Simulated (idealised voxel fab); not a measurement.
The following process module bears the name voxel fin reveal.
270 nm wide, 5 nm square cells: that's cross-section cut.
Cross-section layout: square cells on a grid; listed as bands, top to bottom; a band spans one or more cell rows.
Heads up on the band format: heights come first, top then bottom, in nm. After that it's the materials left to right, each with its width in nm. A single material flagged "everywhere" fills the whole band edge to edge, and "air" means there's empty space there.
The reference from which all heights are counted is 0, the level beneath which the as-received wafer is entirely one material; the lowest band, having no lower bound, proceeds downward and is written after the example "0 down".
Width "30->40": first value at the band's top row of cells, second value at its bottom row, equal change from row to row.
"remained the same" for a step: no cell of the cross-section changed in that step.
Any empty space of 8 cells or more lacking an open way to the top shows up in "Enclosed cavities" as width x height at distance, distance from the left edge, in nm.
If you see something after the settings on a step's line, that's the simulator's own remark about that step.
overlay nm: step with mask; distance mask lay right of planned place; negative value = left of planned place.

Process steps foreseen in the plan
1: RECEIVE [material Si]
2: CONFORMAL_DEP [material SiN] [thk nm 5]
3: PATTERN [tone cover] [mask id FINS] [material resist] [width nm 15] [pitch nm 35] [thk nm 20] [overlay nm 0]
4: DIRECTIONAL_ETCH [etch materials SiN] [depth nm 5]
5: DIRECTIONAL_ETCH [etch materials Si] [depth nm 35]
6: STRIP [etch materials resist]
7: OXIDIZE [depth nm 5]
8: FILL_DEP [material SiO2] [thk nm 15]
9: CMP [height nm 5]
10: SELECTIVE_ETCH [etch materials SiO2] [depth nm 20]
11: STRIP [etch materials SiN]
12: CONFORMAL_DEP [material SiO2] [thk nm 5]

First of two wafers, with the run carried out as planned

Step 1 complete: cross-section of the wafer as received
* 0 down | Si everywhere
* Enclosed cavities: none

Cross-section: wafer state after step 2
* 5 to 0 | SiN everywhere
* Nothing below the height 0 has changed.

Cross-section: wafer state after step 3
* 25 to 5 | 75 nm air | 15 nm resist | 20 nm air | 15 nm resist | 20 nm air | 15 nm resist | 20 nm air | 15 nm resist | 75 nm air
* Nothing below the height 5 has changed.

Cross-section: wafer state after step 4
* 25 to 5 | 75 nm air | 15 nm resist | 20 nm air | 15 nm resist | 20 nm air | 15 nm resist | 20 nm air | 15 nm resist | 75 nm air
* 5 to 0 | 75 nm air | 15 nm SiN | 20 nm air | 15 nm SiN | 20 nm air | 15 nm SiN | 20 nm air | 15 nm SiN | 75 nm air
* Nothing below the height 0 has changed.

Cross-section: wafer state after step 5
* 25 to 5 | 75 nm air | 15 nm resist | 20 nm air | 15 nm resist | 20 nm air | 15 nm resist | 20 nm air | 15 nm resist | 75 nm air
* 5 to 0 | 75 nm air | 15 nm SiN | 20 nm air | 15 nm SiN | 20 nm air | 15 nm SiN | 20 nm air | 15 nm SiN | 75 nm air
* 0 to -35 | 75 nm air | 15 nm Si | 20 nm air | 15 nm Si | 20 nm air | 15 nm Si | 20 nm air | 15 nm Si | 75 nm air
* Nothing below the height -35 has changed.

Cross-section: wafer state after step 6
* 5 to 0 | 75 nm air | 15 nm SiN | 20 nm air | 15 nm SiN | 20 nm air | 15 nm SiN | 20 nm air | 15 nm SiN | 75 nm air
* Nothing below the height 0 has changed.

Cross-section: wafer state after step 7
* 5 to 0 | 75 nm air | 15 nm SiN | 20 nm air | 15 nm SiN | 20 nm air | 15 nm SiN | 20 nm air | 15 nm SiN | 75 nm air
* 0 to -35 | 75 nm air | 5 nm SiO2 | 5 nm Si | 5 nm SiO2 | 20 nm air | 5 nm SiO2 | 5 nm Si | 5 nm SiO2 | 20 nm air | 5 nm SiO2 | 5 nm Si | 5 nm SiO2 | 20 nm air | 5 nm SiO2 | 5 nm Si | 5 nm SiO2 | 75 nm air
* -35 to -40 | 80 nm SiO2 | 5 nm Si | 30 nm SiO2 | 5 nm Si | 30 nm SiO2 | 5 nm Si | 30 nm SiO2 | 5 nm Si | 80 nm SiO2
* Nothing below the height -40 has changed.

Cross-section: wafer state after step 8
* 20 to 5 | SiO2 everywhere
* 5 to 0 | 75 nm SiO2 | 15 nm SiN | 20 nm SiO2 | 15 nm SiN | 20 nm SiO2 | 15 nm SiN | 20 nm SiO2 | 15 nm SiN | 75 nm SiO2
* 0 to -40 | 80 nm SiO2 | 5 nm Si | 30 nm SiO2 | 5 nm Si | 30 nm SiO2 | 5 nm Si | 30 nm SiO2 | 5 nm Si | 80 nm SiO2
* Nothing below the height -40 has changed.

Cross-section: wafer state after step 9
* 5 to 0 | 75 nm SiO2 | 15 nm SiN | 20 nm SiO2 | 15 nm SiN | 20 nm SiO2 | 15 nm SiN | 20 nm SiO2 | 15 nm SiN | 75 nm SiO2
* Nothing below the height 0 has changed.

Cross-section: wafer state after step 10
* 5 to 0 | 75 nm air | 15 nm SiN | 20 nm air | 15 nm SiN | 20 nm air | 15 nm SiN | 20 nm air | 15 nm SiN | 75 nm air
* 0 to -15 | 80 nm air | 5 nm Si | 30 nm air | 5 nm Si | 30 nm air | 5 nm Si | 30 nm air | 5 nm Si | 80 nm air
* Nothing below the height -15 has changed.

Cross-section: wafer state after step 11
* 0 to -15 | 80 nm air | 5 nm Si | 30 nm air | 5 nm Si | 30 nm air | 5 nm Si | 30 nm air | 5 nm Si | 80 nm air
* Nothing below the height -15 has changed.

Cross-section: wafer state after step 12
* 5 to 0 | 75 nm air | 15 nm SiO2 | 20 nm air | 15 nm SiO2 | 20 nm air | 15 nm SiO2 | 20 nm air | 15 nm SiO2 | 75 nm air
* 0 to -10 | 75 nm air | 5 nm SiO2 | 5 nm Si | 5 nm SiO2 | 20 nm air | 5 nm SiO2 | 5 nm Si | 5 nm SiO2 | 20 nm air | 5 nm SiO2 | 5 nm Si | 5 nm SiO2 | 20 nm air | 5 nm SiO2 | 5 nm Si | 5 nm SiO2 | 75 nm air
* -10 to -40 | 80 nm SiO2 | 5 nm Si | 30 nm SiO2 | 5 nm Si | 30 nm SiO2 | 5 nm Si | 30 nm SiO2 | 5 nm Si | 80 nm SiO2
* Nothing below the height -40 has changed.

What follows concerns the second wafer, which started out like the first and was meant to follow the very same plan; one mistake crept in when it was run, but everything up to and including step 8 is the same as for the first wafer

Second wafer, cut view, end of step 9 per plan: remained the same

Second wafer, cut view, end of step 10 per plan
* 5 to 0 | 75 nm air | 15 nm SiN | 20 nm air | 15 nm SiN | 20 nm air | 15 nm SiN | 20 nm air | 15 nm SiN | 75 nm air
* Nothing below the height 0 has changed.

Second wafer, cut view, end of step 11 per plan
* 0 to -40 | 80 nm SiO2 | 5 nm Si | 30 nm SiO2 | 5 nm Si | 30 nm SiO2 | 5 nm Si | 30 nm SiO2 | 5 nm Si | 80 nm SiO2
* Nothing below the height -40 has changed.

Second wafer, cut view, end of step 12 per plan
* 5 to 0 | SiO2 everywhere
* Nothing below the height 0 has changed.
Plan not followed: not run: step 9 of the plan (skipped)
Looking at both finished wafers in cells, the second ends up ahead of or behind the first on some materials: 126 more of SiO2
